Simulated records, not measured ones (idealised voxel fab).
Name of the process module below: voxel self aligned contacts
Pictured: cross-section cut, 185 nm wide, on a grid of 5 nm square cells.
Cross-section, as written here: a square-cell grid given band by band from the top down, where a band holds one or more rows of cells.
Read a band's entry like this: the first values are the height of its top and the height of its bottom in nm, and what follows is the sequence of materials from left to right, each with its width in nm. Note that "air" is empty space, and that a single material marked "edge to edge" reaches across the band from edge to edge.
Convention: height 0 is the level below which the wafer, as received, is all one material. The lowest band does not terminate at the bottom but continues downward, represented as "0 nm and below".
Think of "30..40" as a width that walks from the first number to the second as you go down the band, top row to bottom row, taking equal-sized steps from row to row.
A step reported as "no modifications" is a step in which no cell of the cross-section changed.
"Voids lacking openings" specifies each empty space that is not open to the top and that occupies no fewer than 8 cells, using the form width x height at distance, the distance measured from the left edge and all three quantities in nm.
after a step's settings: what the simulator itself notes on the step
"overlay nm" denotes, for a step that has a mask, the displacement of the mask to the right of its planned place, with negative values corresponding to the left.

[The planned process steps are enumerated hereunder]
1,RECEIVE, material Si
2,CONFORMAL_DEP, material SiO2, thk nm 5
3,DIRECTIONAL_DEP, material polySi, thk nm 25
4,DIRECTIONAL_DEP, material SiN, thk nm 20
5,MASKED_ETCH, tone cover, mask id GATE, width nm 25, pitch nm 55, etch materials SiN, depth nm 20, overlay nm 0
6,MASKED_ETCH, tone cover, mask id GATE, width nm 25, pitch nm 55, etch materials polySi, depth nm 25, overlay nm 0
7,CONFORMAL_DEP, material SiN, thk nm 5
8,DIRECTIONAL_ETCH, etch materials SiN, depth nm 5
9,FILL_DEP, material SiO2, thk nm 15
10,CMP, height nm 60
11,DIRECTIONAL_DEP, material aC, thk nm 15
12,PATTERN, tone open, mask id CONTACT, material resist, width nm 40, thk nm 35, overlay nm 0
13,DIRECTIONAL_ETCH, etch materials aC, depth nm 15
14,STRIP, etch materials resist
15,DIRECTIONAL_ETCH, etch materials SiO2, depth nm 60
16,STRIP, etch materials aC
17,CONFORMAL_DEP, material TiN, thk nm 5
18,FILL_DEP, material Ru, thk nm 10
19,CMP, height nm 60
20,CONFORMAL_DEP, material SiCN, thk nm 5

[Wafer, first of two, run as planned]

[So this is the incoming wafer in cross-section - it's already been through step 1]
0 nm and below: Si edge to edge
Voids lacking openings: none

[Presented here is a cross-section of the wafer after step 2 has been performed]
5 nm to 0 nm: SiO2 edge to edge
All layers under 0 are left as they were.

[Presented here is a cross-section of the wafer after step 3 has been performed]
30 nm to 5 nm: polySi edge to edge
All layers under 5 are left as they were.

[Presented here is a cross-section of the wafer after step 4 has been performed]
50 nm to 30 nm: SiN edge to edge
All layers under 30 are left as they were.

[Presented here is a cross-section of the wafer after step 5 has been performed]
50 nm to 30 nm: air 50, then SiN 25, then air 30, then SiN 25, then air 55
All layers under 30 are left as they were.

[Presented here is a cross-section of the wafer after step 6 has been performed]
50 nm to 30 nm: air 50, then SiN 25, then air 30, then SiN 25, then air 55
30 nm to 5 nm: air 50, then polySi 25, then air 30, then polySi 25, then air 55
All layers under 5 are left as they were.

[Presented here is a cross-section of the wafer after step 7 has been performed]
55 nm to 30 nm: air 45, then SiN 35, then air 20, then SiN 35, then air 50
30 nm to 10 nm: air 45, then SiN 5, then polySi 25, then SiN 5, then air 20, then SiN 5, then polySi 25, then SiN 5, then air 50
10 nm to 5 nm: SiN 50, then polySi 25, then SiN 30, then polySi 25, then SiN 55
All layers under 5 are left as they were.

[Presented here is a cross-section of the wafer after step 8 has been performed]
50 nm to 30 nm: air 45, then SiN 35, then air 20, then SiN 35, then air 50
30 nm to 5 nm: air 45, then SiN 5, then polySi 25, then SiN 5, then air 20, then SiN 5, then polySi 25, then SiN 5, then air 50
All layers under 5 are left as they were.

[Presented here is a cross-section of the wafer after step 9 has been performed]
65 nm to 50 nm: SiO2 edge to edge
50 nm to 30 nm: SiO2 45, then SiN 35, then SiO2 20, then SiN 35, then SiO2 50
30 nm to 5 nm: SiO2 45, then SiN 5, then polySi 25, then SiN 5, then SiO2 20, then SiN 5, then polySi 25, then SiN 5, then SiO2 50
All layers under 5 are left as they were.

[Presented here is a cross-section of the wafer after step 10 has been performed]
60 nm to 50 nm: SiO2 edge to edge
All layers under 50 are left as they were.

[Presented here is a cross-section of the wafer after step 11 has been performed]
75 nm to 60 nm: aC edge to edge
All layers under 60 are left as they were.

[Presented here is a cross-section of the wafer after step 12 has been performed]
110 nm to 75 nm: resist 70, then air 40, then resist 75
All layers under 75 are left as they were.

[Presented here is a cross-section of the wafer after step 13 has been performed]
95 nm to 75 nm: resist 70, then air 40, then resist 75
75 nm to 60 nm: aC 70, then air 40, then aC 75
All layers under 60 are left as they were.

[Presented here is a cross-section of the wafer after step 14 has been performed]
75 nm to 60 nm: aC 70, then air 40, then aC 75
All layers under 60 are left as they were.

[Presented here is a cross-section of the wafer after step 15 has been performed]
75 nm to 60 nm: aC 70, then air 40, then aC 75
60 nm to 50 nm: SiO2 70, then air 40, then SiO2 75
50 nm to 30 nm: SiO2 45, then SiN 35, then air 20, then SiN 35, then SiO2 50
30 nm to 5 nm: SiO2 45, then SiN 5, then polySi 25, then SiN 5, then air 20, then SiN 5, then polySi 25, then SiN 5, then SiO2 50
5 nm to 0 nm: SiO2 80, then air 20, then SiO2 85
All layers under 0 are left as they were.

[Presented here is a cross-section of the wafer after step 16 has been performed]
60 nm to 50 nm: SiO2 70, then air 40, then SiO2 75
All layers under 50 are left as they were.

[Presented here is a cross-section of the wafer after step 17 has been performed]
65 nm to 60 nm: TiN 75, then air 30, then TiN 80
60 nm to 50 nm: SiO2 70, then TiN 5..15, then air 30..10, then TiN 5..15, then SiO2 75
50 nm to 30 nm: SiO2 45, then SiN 35, then TiN 5, then air 10, then TiN 5, then SiN 35, then SiO2 50
30 nm to 5 nm: SiO2 45, then SiN 5, then polySi 25, then SiN 5, then TiN 5, then air 10, then TiN 5, then SiN 5, then polySi 25, then SiN 5, then SiO2 50
5 nm to 0 nm: SiO2 80, then TiN 20, then SiO2 85
All layers under 0 are left as they were.

[Presented here is a cross-section of the wafer after step 18 has been performed]
75 nm to 65 nm: Ru edge to edge
65 nm to 60 nm: TiN 75, then Ru 30, then TiN 80
60 nm to 50 nm: SiO2 70, then TiN 5..15, then Ru 30..10, then TiN 5..15, then SiO2 75
50 nm to 30 nm: SiO2 45, then SiN 35, then TiN 5, then Ru 10, then TiN 5, then SiN 35, then SiO2 50
30 nm to 5 nm: SiO2 45, then SiN 5, then polySi 25, then SiN 5, then TiN 5, then Ru 10, then TiN 5, then SiN 5, then polySi 25, then SiN 5, then SiO2 50
All layers under 5 are left as they were.

[Presented here is a cross-section of the wafer after step 19 has been performed]
60 nm to 50 nm: SiO2 70, then TiN 5..15, then Ru 30..10, then TiN 5..15, then SiO2 75
All layers under 50 are left as they were.

[Presented here is a cross-section of the wafer after step 20 has been performed]
65 nm to 60 nm: SiCN edge to edge
All layers under 60 are left as they were.

[Wafer two. Identical start, identical plan. One mistake in execution. Identical history through step 2]

[Here is the second wafer in cross-section at the point where step 3 of the plan should have been done]
25 nm to 5 nm: SiN edge to edge
All layers under 5 are left as they were.

[Here is the second wafer in cross-section at the point where step 4 of the plan should have been done]
50 nm to 25 nm: polySi edge to edge
All layers under 25 are left as they were.

Here is the second wafer in cross-section at the point where step 5 of the plan should have been done: no modifications

[Here is the second wafer in cross-section at the point where step 6 of the plan should have been done]
50 nm to 25 nm: air 50, then polySi 25, then air 30, then polySi 25, then air 55
All layers under 25 are left as they were.

[Here is the second wafer in cross-section at the point where step 7 of the plan should have been done]
55 nm to 50 nm: air 45, then SiN 35, then air 20, then SiN 35, then air 50
50 nm to 30 nm: air 45, then SiN 5, then polySi 25, then SiN 5, then air 20, then SiN 5, then polySi 25, then SiN 5, then air 50
30 nm to 25 nm: SiN 50, then polySi 25, then SiN 30, then polySi 25, then SiN 55
All layers under 25 are left as they were.

[Here is the second wafer in cross-section at the point where step 8 of the plan should have been done]
50 nm to 25 nm: air 45, then SiN 5, then polySi 25, then SiN 5, then air 20, then SiN 5, then polySi 25, then SiN 5, then air 50
All layers under 25 are left as they were.

[Here is the second wafer in cross-section at the point where step 9 of the plan should have been done]
65 nm to 50 nm: SiO2 edge to edge
50 nm to 25 nm: SiO2 45, then SiN 5, then polySi 25, then SiN 5, then SiO2 20, then SiN 5, then polySi 25, then SiN 5, then SiO2 50
All layers under 25 are left as they were.

[Here is the second wafer in cross-section at the point where step 10 of the plan should have been done]
60 nm to 50 nm: SiO2 edge to edge
All layers under 50 are left as they were.

[Here is the second wafer in cross-section at the point where step 11 of the plan should have been done]
75 nm to 60 nm: aC edge to edge
All layers under 60 are left as they were.

[Here is the second wafer in cross-section at the point where step 12 of the plan should have been done]
110 nm to 75 nm: resist 70, then air 40, then resist 75
All layers under 75 are left as they were.

[Here is the second wafer in cross-section at the point where step 13 of the plan should have been done]
95 nm to 75 nm: resist 70, then air 40, then resist 75
75 nm to 60 nm: aC 70, then air 40, then aC 75
All layers under 60 are left as they were.

[Here is the second wafer in cross-section at the point where step 14 of the plan should have been done]
75 nm to 60 nm: aC 70, then air 40, then aC 75
All layers under 60 are left as they were.

[Here is the second wafer in cross-section at the point where step 15 of the plan should have been done]
75 nm to 60 nm: aC 70, then air 40, then aC 75
60 nm to 50 nm: SiO2 70, then air 40, then SiO2 75
50 nm to 25 nm: SiO2 45, then SiN 5, then polySi 25, then SiN 5, then air 20, then SiN 5, then polySi 25, then SiN 5, then SiO2 50
All layers under 25 are left as they were.

[Here is the second wafer in cross-section at the point where step 16 of the plan should have been done]
60 nm to 50 nm: SiO2 70, then air 40, then SiO2 75
All layers under 50 are left as they were.

[Here is the second wafer in cross-section at the point where step 17 of the plan should have been done]
65 nm to 60 nm: TiN 75, then air 30, then TiN 80
60 nm to 50 nm: SiO2 70, then TiN 5..15, then air 30..10, then TiN 5..15, then SiO2 75
50 nm to 30 nm: SiO2 45, then SiN 5, then polySi 25, then SiN 5, then TiN 5, then air 10, then TiN 5, then SiN 5, then polySi 25, then SiN 5, then SiO2 50
30 nm to 25 nm: SiO2 45, then SiN 5, then polySi 25, then SiN 5, then TiN 20, then SiN 5, then polySi 25, then SiN 5, then SiO2 50
All layers under 25 are left as they were.

[Here is the second wafer in cross-section at the point where step 18 of the plan should have been done]
75 nm to 65 nm: Ru edge to edge
65 nm to 60 nm: TiN 75, then Ru 30, then TiN 80
60 nm to 50 nm: SiO2 70, then TiN 5..15, then Ru 30..10, then TiN 5..15, then SiO2 75
50 nm to 30 nm: SiO2 45, then SiN 5, then polySi 25, then SiN 5, then TiN 5, then Ru 10, then TiN 5, then SiN 5, then polySi 25, then SiN 5, then SiO2 50
All layers under 30 are left as they were.

[Here is the second wafer in cross-section at the point where step 19 of the plan should have been done]
60 nm to 50 nm: SiO2 70, then TiN 5..15, then Ru 30..10, then TiN 5..15, then SiO2 75
All layers under 50 are left as they were.

[Here is the second wafer in cross-section at the point where step 20 of the plan should have been done]
65 nm to 60 nm: SiCN edge to edge
All layers under 60 are left as they were.
Processing error: steps 3 and 4 of the plan were run in the wrong order, each in the other's place
at the end the second wafer has, in cells: 10 fewer of Ru | 92 more of SiN | 72 fewer of SiO2 | 10 fewer of TiN
